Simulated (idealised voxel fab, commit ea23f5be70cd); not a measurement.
A process module follows: voxel released beams.
Square cells of 5 nm make up the cross-section cut, whose width is 220 nm.
The cross-sections in this document take the form of a grid made of square cells. They are written out as bands, in order from top to bottom. Each band consists of one or more rows of cells. A band entry consists of two parts. The first gives the height of the band's top and the height of its bottom, in nm. The rest lists the band's materials from left to right, each with its width in nm. A single material labelled with the word "throughout" fills the band from edge to edge, and the word "blank" marks empty space. Counting heights begins at 0, where everything beneath is, in the wafer as received, one material. The lowest band has no bottom; it goes on downwards, as "from 0 down" shows. Read "30..40" as a graded width: first number on top, second number at the bottom, same change between each pair of neighbouring rows. "nothing was modified", as given for a step, is the statement that not any cell of the cross-section underwent a change during that step. Empty spaces counting at least 8 cells and having no open way to the top are listed in "Enclosed cavities". The notation width x height at distance is used for each, the distance being from the left edge and all three values in nm. Past the settings on a step's line: simulator remark, on that step. On any step carrying a mask, the "overlay nm" setting, if present on the step's line, tells how far right of its planned place the mask lay; negative values point to the left.
PLAN
1) RECEIVE, material Si
2) CONFORMAL_DEP, material SiN, thk nm 5
3) DIRECTIONAL_DEP, material SiO2, thk nm 20
4) PATTERN, tone open, mask id ANCHOR, material resist, width nm 45, thk nm 20, overlay nm 0
5) DIRECTIONAL_ETCH, etch materials SiO2, depth nm 20
6) STRIP, etch materials resist
7) CONFORMAL_DEP, material W, thk nm 15
8) PATTERN, tone cover, mask id BEAM, material resist, width nm 95, thk nm 20, overlay nm 0
9) DIRECTIONAL_ETCH, etch materials W, depth nm 15
10) STRIP, etch materials resist
11) STRIP, etch materials SiO2
DELIVERED WAFER IN CROSS-SECTION: STATE AFTER STEP 1
* from 0 down = Si throughout
* Enclosed cavities: none
LOOK AT THE CROSS-SECTION AFTER THE MODULE: THE WAFER STARTED OUT THE WAY SHOWN ABOVE AND THE PLAN WAS THE ONE SHOWN ABOVE, YET ONE MISTAKE WAS MADE ALONG THE WAY
* from 40 to 25 = blank 60  W 20  blank 20  W 55  blank 65
* from 25 to 20 = blank 65  W 15  blank 20  W 15  blank 105
* from 20 to 5 = blank 65  W 50  blank 105
* from 5 to 0 = SiN throughout
* from 0 down = Si throughout
* Enclosed cavities: none
Deviation noted in wafer processing: off-plan run, step 4, actual operation and settings PATTERN, tone open, mask id ANCHOR, material resist, width nm 50, thk nm 20, overlay nm 0
